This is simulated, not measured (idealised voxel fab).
Process module under the name voxel wiring stack
We display cut, a cross-section 220 nm in width whose square cells are each 5 nm.
Reading order for cross-sections: top band down to bottom band. Underlying form: a grid of square cells. Band size: one or more rows of cells. This entry defines a band. It first specifies the height of the band's top and the height of its bottom in nm, and then specifies the band's materials from left to right, stating each material with its width in nm. The word "everywhere" identifies a single material that fills the band from edge to edge, while the word "blank" identifies empty space. Beneath 0, the wafer as received is one material, and that level is where height counting begins. The lowest band goes on downward without a bottom; it is written like "0 -> down". Width: "30..40" (first number = top row, second number = bottom row, same change from row to row of cells). Reading "identical to before" for a step: not a cell of the cross-section changed in it. Voids not open to the top, 8 cells minimum: see "Listed closed voids". Written width x height at distance; distance is from the left edge; nm. That trailing text on a step's line, after the settings, is the simulator's own remark on the step. The setting "overlay nm" may be written on the line of a step. When the step uses a mask, the value reports how far to the right of the planned place the mask lay, and a negative value reports that it lay to the left.
These are the steps we planned for the process
1 RECEIVE [material Si]
2 CONFORMAL_DEP [material SiO2] [thk nm 10]
3 CONFORMAL_DEP [material SiN] [thk nm 5]
4 DIRECTIONAL_DEP [material lowk] [thk nm 15]
5 MASKED_ETCH [tone open] [mask id METAL_1] [width nm 20] [pitch nm 50] [etch materials lowk] [depth nm 15] [overlay nm 0]
6 MASKED_ETCH [tone open] [mask id METAL_1] [width nm 20] [pitch nm 50] [etch materials SiN] [depth nm 5] [overlay nm 0]
7 CONFORMAL_DEP [material TiN] [thk nm 5]
8 FILL_DEP [material Cu] [thk nm 5]
9 CMP [height nm 30]
10 CONFORMAL_DEP [material SiCN] [thk nm 5]
11 DIRECTIONAL_DEP [material SiO2] [thk nm 10]
12 MASKED_ETCH [tone open] [mask id PLUG_1] [width nm 15] [pitch nm 50] [etch materials SiO2] [depth nm 10] [overlay nm 0]
13 MASKED_ETCH [tone open] [mask id PLUG_1] [width nm 15] [pitch nm 50] [etch materials SiCN] [depth nm 5] [overlay nm 0]
14 EPI [material Ru] [thk nm 10]
15 EPI [material Ru] [thk nm 5]
16 DIRECTIONAL_DEP [material TiN] [thk nm 5]
17 DIRECTIONAL_DEP [material Ru] [thk nm 20]
18 DIRECTIONAL_DEP [material aC] [thk nm 15]
19 PATTERN [tone cover] [mask id METAL_2] [material resist] [width nm 20] [pitch nm 50] [thk nm 30] [overlay nm 0]
20 DIRECTIONAL_ETCH [etch materials aC] [depth nm 15]
21 STRIP [etch materials resist]
22 DIRECTIONAL_ETCH [etch materials Ru] [depth nm 20]
23 DIRECTIONAL_ETCH [etch materials TiN] [depth nm 5]
24 STRIP [etch materials aC]
25 CONFORMAL_DEP [material SiN] [thk nm 5]
26 FILL_DEP [material lowk] [thk nm 10]
27 CMP [height nm 70]
28 CONFORMAL_DEP [material SiCN] [thk nm 5]
29 DIRECTIONAL_DEP [material SiO2] [thk nm 10]
30 PATTERN [tone open] [mask id PLUG_2] [material resist] [width nm 15] [pitch nm 50] [thk nm 15] [overlay nm 0]
31 DIRECTIONAL_ETCH [etch materials SiO2] [depth nm 10]
32 DIRECTIONAL_ETCH [etch materials SiCN] [depth nm 5]
33 STRIP [etch materials resist]
34 EPI [material Ru] [thk nm 10]
35 EPI [material Ru] [thk nm 5]
36 CONFORMAL_DEP [material SiN] [thk nm 5]
37 DIRECTIONAL_DEP [material SiO2] [thk nm 25]
38 PATTERN [tone open] [mask id METAL_3] [material resist] [width nm 20] [pitch nm 50] [thk nm 15] [overlay nm 0]
39 DIRECTIONAL_ETCH [etch materials SiO2] [depth nm 25]
40 DIRECTIONAL_ETCH [etch materials SiN] [depth nm 5]
41 STRIP [etch materials resist]
42 CONFORMAL_DEP [material TiN] [thk nm 5]
43 FILL_DEP [material Ru] [thk nm 5]
44 CMP [height nm 115]
45 CONFORMAL_DEP [material SiCN] [thk nm 5]
So, the first of our two wafers, run just as we planned it
Cross-section of the wafer as it came to us, i.e., already through step 1
* 0 -> down: Si everywhere
* Listed closed voids: none
Cross-section through the wafer, step 2 finished
* 10 -> 0: SiO2 everywhere
* Unchanged below 0.
Cross-section through the wafer, step 3 finished
* 15 -> 10: SiN everywhere
* Unchanged below 10.
Cross-section through the wafer, step 4 finished
* 30 -> 15: lowk everywhere
* Unchanged below 15.
Cross-section through the wafer, step 5 finished
* 30 -> 15: lowk (75), then blank (20), then lowk (30), then blank (20), then lowk (75)
* Unchanged below 15.
Cross-section through the wafer, step 6 finished
* 30 -> 15: lowk (75), then blank (20), then lowk (30), then blank (20), then lowk (75)
* 15 -> 10: SiN (75), then blank (20), then SiN (30), then blank (20), then SiN (75)
* Unchanged below 10.
Cross-section through the wafer, step 7 finished
* 35 -> 30: TiN (80), then blank (10), then TiN (40), then blank (10), then TiN (80)
* 30 -> 15: lowk (75), then TiN (5), then blank (10), then TiN (5), then lowk (30), then TiN (5), then blank (10), then TiN (5), then lowk (75)
* 15 -> 10: SiN (75), then TiN (20), then SiN (30), then TiN (20), then SiN (75)
* Unchanged below 10.
Cross-section through the wafer, step 8 finished
* 40 -> 35: Cu everywhere
* 35 -> 30: TiN (80), then Cu (10), then TiN (40), then Cu (10), then TiN (80)
* 30 -> 15: lowk (75), then TiN (5), then Cu (10), then TiN (5), then lowk (30), then TiN (5), then Cu (10), then TiN (5), then lowk (75)
* Unchanged below 15.
Cross-section through the wafer, step 9 finished
* 30 -> 15: lowk (75), then TiN (5), then Cu (10), then TiN (5), then lowk (30), then TiN (5), then Cu (10), then TiN (5), then lowk (75)
* Unchanged below 15.
Cross-section through the wafer, step 10 finished
* 35 -> 30: SiCN everywhere
* Unchanged below 30.
Cross-section through the wafer, step 11 finished
* 45 -> 35: SiO2 everywhere
* Unchanged below 35.
Cross-section through the wafer, step 12 finished
* 45 -> 35: SiO2 (75), then blank (15), then SiO2 (35), then blank (15), then SiO2 (80)
* Unchanged below 35.
Cross-section through the wafer, step 13 finished
* 45 -> 35: SiO2 (75), then blank (15), then SiO2 (35), then blank (15), then SiO2 (80)
* 35 -> 30: SiCN (75), then blank (15), then SiCN (35), then blank (15), then SiCN (80)
* Unchanged below 30.
Cross-section through the wafer, step 14 finished
* 45 -> 40: SiO2 (75), then blank (15), then SiO2 (35), then blank (15), then SiO2 (80)
* 40 -> 35: SiO2 (75), then Ru (15), then SiO2 (35), then Ru (15), then SiO2 (80)
* 35 -> 30: SiCN (75), then Ru (15), then SiCN (35), then Ru (15), then SiCN (80)
* Unchanged below 30.
Cross-section through the wafer, step 15 finished
* 45 -> 35: SiO2 (75), then Ru (15), then SiO2 (35), then Ru (15), then SiO2 (80)
* Unchanged below 35.
Cross-section through the wafer, step 16 finished
* 50 -> 45: TiN everywhere
* Unchanged below 45.
Cross-section through the wafer, step 17 finished
* 70 -> 50: Ru everywhere
* Unchanged below 50.
Cross-section through the wafer, step 18 finished
* 85 -> 70: aC everywhere
* Unchanged below 70.
Cross-section through the wafer, step 19 finished
* 115 -> 85: blank (75), then resist (20), then blank (30), then resist (20), then blank (75)
* Unchanged below 85.
Cross-section through the wafer, step 20 finished
* 100 -> 85: blank (75), then resist (20), then blank (30), then resist (20), then blank (75)
* 85 -> 70: blank (75), then aC (20), then blank (30), then aC (20), then blank (75)
* Unchanged below 70.
Cross-section through the wafer, step 21 finished
* 85 -> 70: blank (75), then aC (20), then blank (30), then aC (20), then blank (75)
* Unchanged below 70.
Cross-section through the wafer, step 22 finished
* 85 -> 70: blank (75), then aC (20), then blank (30), then aC (20), then blank (75)
* 70 -> 50: blank (75), then Ru (20), then blank (30), then Ru (20), then blank (75)
* Unchanged below 50.
Cross-section through the wafer, step 23 finished
* 85 -> 70: blank (75), then aC (20), then blank (30), then aC (20), then blank (75)
* 70 -> 50: blank (75), then Ru (20), then blank (30), then Ru (20), then blank (75)
* 50 -> 45: blank (75), then TiN (20), then blank (30), then TiN (20), then blank (75)
* Unchanged below 45.
Cross-section through the wafer, step 24 finished
* 70 -> 50: blank (75), then Ru (20), then blank (30), then Ru (20), then blank (75)
* Unchanged below 50.
Cross-section through the wafer, step 25 finished
* 75 -> 70: blank (70), then SiN (30), then blank (20), then SiN (30), then blank (70)
* 70 -> 50: blank (70), then SiN (5), then Ru (20), then SiN (5), then blank (20), then SiN (5), then Ru (20), then SiN (5), then blank (70)
* 50 -> 45: SiN (75), then TiN (20), then SiN (30), then TiN (20), then SiN (75)
* Unchanged below 45.
Cross-section through the wafer, step 26 finished
* 85 -> 75: lowk everywhere
* 75 -> 70: lowk (70), then SiN (30), then lowk (20), then SiN (30), then lowk (70)
* 70 -> 50: lowk (70), then SiN (5), then Ru (20), then SiN (5), then lowk (20), then SiN (5), then Ru (20), then SiN (5), then lowk (70)
* Unchanged below 50.
Cross-section through the wafer, step 27 finished
* 70 -> 50: lowk (70), then SiN (5), then Ru (20), then SiN (5), then lowk (20), then SiN (5), then Ru (20), then SiN (5), then lowk (70)
* Unchanged below 50.
Cross-section through the wafer, step 28 finished
* 75 -> 70: SiCN everywhere
* Unchanged below 70.
Cross-section through the wafer, step 29 finished
* 85 -> 75: SiO2 everywhere
* Unchanged below 75.
Cross-section through the wafer, step 30 finished
* 100 -> 85: resist (75), then blank (15), then resist (35), then blank (15), then resist (80)
* Unchanged below 85.
Cross-section through the wafer, step 31 finished
* 100 -> 85: resist (75), then blank (15), then resist (35), then blank (15), then resist (80)
* 85 -> 75: SiO2 (75), then blank (15), then SiO2 (35), then blank (15), then SiO2 (80)
* Unchanged below 75.
Cross-section through the wafer, step 32 finished
* 100 -> 85: resist (75), then blank (15), then resist (35), then blank (15), then resist (80)
* 85 -> 75: SiO2 (75), then blank (15), then SiO2 (35), then blank (15), then SiO2 (80)
* 75 -> 70: SiCN (75), then blank (15), then SiCN (35), then blank (15), then SiCN (80)
* Unchanged below 70.
Cross-section through the wafer, step 33 finished
* 85 -> 75: SiO2 (75), then blank (15), then SiO2 (35), then blank (15), then SiO2 (80)
* Unchanged below 75.
Cross-section through the wafer, step 34 finished
* 85 -> 80: SiO2 (75), then blank (15), then SiO2 (35), then blank (15), then SiO2 (80)
* 80 -> 75: SiO2 (75), then Ru (15), then SiO2 (35), then Ru (15), then SiO2 (80)
* 75 -> 70: SiCN (75), then Ru (15), then SiCN (35), then Ru (15), then SiCN (80)
* Unchanged below 70.
Cross-section through the wafer, step 35 finished
* 85 -> 75: SiO2 (75), then Ru (15), then SiO2 (35), then Ru (15), then SiO2 (80)
* Unchanged below 75.
Cross-section through the wafer, step 36 finished
* 90 -> 85: SiN everywhere
* Unchanged below 85.
Cross-section through the wafer, step 37 finished
* 115 -> 90: SiO2 everywhere
* Unchanged below 90.
Cross-section through the wafer, step 38 finished
* 130 -> 115: resist (75), then blank (20), then resist (30), then blank (20), then resist (75)
* Unchanged below 115.
Cross-section through the wafer, step 39 finished
* 130 -> 115: resist (75), then blank (20), then resist (30), then blank (20), then resist (75)
* 115 -> 90: SiO2 (75), then blank (20), then SiO2 (30), then blank (20), then SiO2 (75)
* Unchanged below 90.
Cross-section through the wafer, step 40 finished
* 130 -> 115: resist (75), then blank (20), then resist (30), then blank (20), then resist (75)
* 115 -> 90: SiO2 (75), then blank (20), then SiO2 (30), then blank (20), then SiO2 (75)
* 90 -> 85: SiN (75), then blank (20), then SiN (30), then blank (20), then SiN (75)
* Unchanged below 85.
Cross-section through the wafer, step 41 finished
* 115 -> 90: SiO2 (75), then blank (20), then SiO2 (30), then blank (20), then SiO2 (75)
* Unchanged below 90.
Cross-section through the wafer, step 42 finished
* 120 -> 115: TiN (80), then blank (10), then TiN (40), then blank (10), then TiN (80)
* 115 -> 90: SiO2 (75), then TiN (5), then blank (10), then TiN (5), then SiO2 (30), then TiN (5), then blank (10), then TiN (5), then SiO2 (75)
* 90 -> 85: SiN (75), then TiN (20), then SiN (30), then TiN (20), then SiN (75)
* Unchanged below 85.
Cross-section through the wafer, step 43 finished
* 125 -> 120: Ru everywhere
* 120 -> 115: TiN (80), then Ru (10), then TiN (40), then Ru (10), then TiN (80)
* 115 -> 90: SiO2 (75), then TiN (5), then Ru (10), then TiN (5), then SiO2 (30), then TiN (5), then Ru (10), then TiN (5), then SiO2 (75)
* Unchanged below 90.
Cross-section through the wafer, step 44 finished
* 115 -> 90: SiO2 (75), then TiN (5), then Ru (10), then TiN (5), then SiO2 (30), then TiN (5), then Ru (10), then TiN (5), then SiO2 (75)
* Unchanged below 90.
Cross-section through the wafer, step 45 finished
* 120 -> 115: SiCN everywhere
* Unchanged below 115.
Second of two: same start, same plan, one run error; steps up to and including 33 match the first
Cross-section of the second wafer when, according to plan, step 34 should have finished
* 90 -> 85: blank (70), then Ru (25), then blank (25), then Ru (25), then blank (75)
* 85 -> 75: SiO2 (75), then Ru (15), then SiO2 (35), then Ru (15), then SiO2 (80)
* 75 -> 70: SiCN (75), then Ru (15), then SiCN (35), then Ru (15), then SiCN (80)
* Unchanged below 70.
Cross-section of the second wafer when, according to plan, step 35 should have finished
* 95 -> 85: blank (65), then Ru (35), then blank (15), then Ru (35), then blank (70)
* Unchanged below 85.
Cross-section of the second wafer when, according to plan, step 36 should have finished
* 100 -> 95: blank (60), then SiN (45), then blank (5), then SiN (45), then blank (65)
* 95 -> 90: blank (60), then SiN (5), then Ru (35), then SiN (5), then blank (5), then SiN (5), then Ru (35), then SiN (5), then blank (65)
* 90 -> 85: SiN (65), then Ru (35), then SiN (15), then Ru (35), then SiN (70)
* Unchanged below 85.
Cross-section of the second wafer when, according to plan, step 37 should have finished
* 125 -> 115: blank (60), then SiO2 (45), then blank (5), then SiO2 (45), then blank (65)
* 115 -> 100: SiO2 everywhere
* 100 -> 95: SiO2 (60), then SiN (45), then SiO2 (5), then SiN (45), then SiO2 (65)
* 95 -> 90: SiO2 (60), then SiN (5), then Ru (35), then SiN (5), then SiO2 (5), then SiN (5), then Ru (35), then SiN (5), then SiO2 (65)
* Unchanged below 90.
Cross-section of the second wafer when, according to plan, step 38 should have finished
* 140 -> 125: resist (75), then blank (20), then resist (30), then blank (20), then resist (75)
* 125 -> 115: resist (60), then SiO2 (45), then resist (5), then SiO2 (45), then resist (65)
* Unchanged below 115.
Cross-section of the second wafer when, according to plan, step 39 should have finished
* 140 -> 125: resist (75), then blank (20), then resist (30), then blank (20), then resist (75)
* 125 -> 115: resist (60), then SiO2 (15), then blank (20), then SiO2 (10), then resist (5), then SiO2 (15), then blank (20), then SiO2 (10), then resist (65)
* 115 -> 100: SiO2 (75), then blank (20), then SiO2 (30), then blank (20), then SiO2 (75)
* Unchanged below 100.
Cross-section of the second wafer when, according to plan, step 40 should have finished
* 140 -> 125: resist (75), then blank (20), then resist (30), then blank (20), then resist (75)
* 125 -> 115: resist (60), then SiO2 (15), then blank (20), then SiO2 (10), then resist (5), then SiO2 (15), then blank (20), then SiO2 (10), then resist (65)
* 115 -> 100: SiO2 (75), then blank (20), then SiO2 (30), then blank (20), then SiO2 (75)
* 100 -> 95: SiO2 (60), then SiN (15), then blank (20), then SiN (10), then SiO2 (5), then SiN (15), then blank (20), then SiN (10), then SiO2 (65)
* Unchanged below 95.
Cross-section of the second wafer when, according to plan, step 41 should have finished
* 125 -> 115: blank (60), then SiO2 (15), then blank (20), then SiO2 (10), then blank (5), then SiO2 (15), then blank (20), then SiO2 (10), then blank (65)
* Unchanged below 115.
Cross-section of the second wafer when, according to plan, step 42 should have finished
* 130 -> 125: blank (55), then TiN (25), then blank (10), then TiN (40), then blank (10), then TiN (20), then blank (60)
* 125 -> 120: blank (55), then TiN (5), then SiO2 (15), then TiN (5), then blank (10), then TiN (5), then SiO2 (10), then TiN (5), then SiO2 (15), then TiN (5), then blank (10), then TiN (5), then SiO2 (10), then TiN (5), then blank (60)
* 120 -> 115: TiN (60), then SiO2 (15), then TiN (5), then blank (10), then TiN (5), then SiO2 (10), then TiN (5), then SiO2 (15), then TiN (5), then blank (10), then TiN (5), then SiO2 (10), then TiN (65)
* 115 -> 100: SiO2 (75), then TiN (5), then blank (10), then TiN (5), then SiO2 (30), then TiN (5), then blank (10), then TiN (5), then SiO2 (75)
* 100 -> 95: SiO2 (60), then SiN (15), then TiN (20), then SiN (10), then SiO2 (5), then SiN (15), then TiN (20), then SiN (10), then SiO2 (65)
* Unchanged below 95.
Cross-section of the second wafer when, according to plan, step 43 should have finished
* 135 -> 130: Ru everywhere
* 130 -> 125: Ru (55), then TiN (25), then Ru (10), then TiN (40), then Ru (10), then TiN (20), then Ru (60)
* 125 -> 120: Ru (55), then TiN (5), then SiO2 (15), then TiN (5), then Ru (10), then TiN (5), then SiO2 (10), then TiN (5), then SiO2 (15), then TiN (5), then Ru (10), then TiN (5), then SiO2 (10), then TiN (5), then Ru (60)
* 120 -> 115: TiN (60), then SiO2 (15), then TiN (5), then Ru (10), then TiN (5), then SiO2 (10), then TiN (5), then SiO2 (15), then TiN (5), then Ru (10), then TiN (5), then SiO2 (10), then TiN (65)
* 115 -> 100: SiO2 (75), then TiN (5), then Ru (10), then TiN (5), then SiO2 (30), then TiN (5), then Ru (10), then TiN (5), then SiO2 (75)
* Unchanged below 100.
Cross-section of the second wafer when, according to plan, step 44 should have finished
* 115 -> 100: SiO2 (75), then TiN (5), then Ru (10), then TiN (5), then SiO2 (30), then TiN (5), then Ru (10), then TiN (5), then SiO2 (75)
* Unchanged below 100.
Cross-section of the second wafer when, according to plan, step 45 should have finished
* 120 -> 115: SiCN everywhere
* Unchanged below 115.
Heads up, the wafer didn't run the way we planned it: step 34 of the plan was twice carried out
Wrapping up, a cell-based count of both wafers puts the second over or under the first for these materials: 20 more of Ru | 8 more of SiN | 20 fewer of SiO2 | 8 fewer of TiN
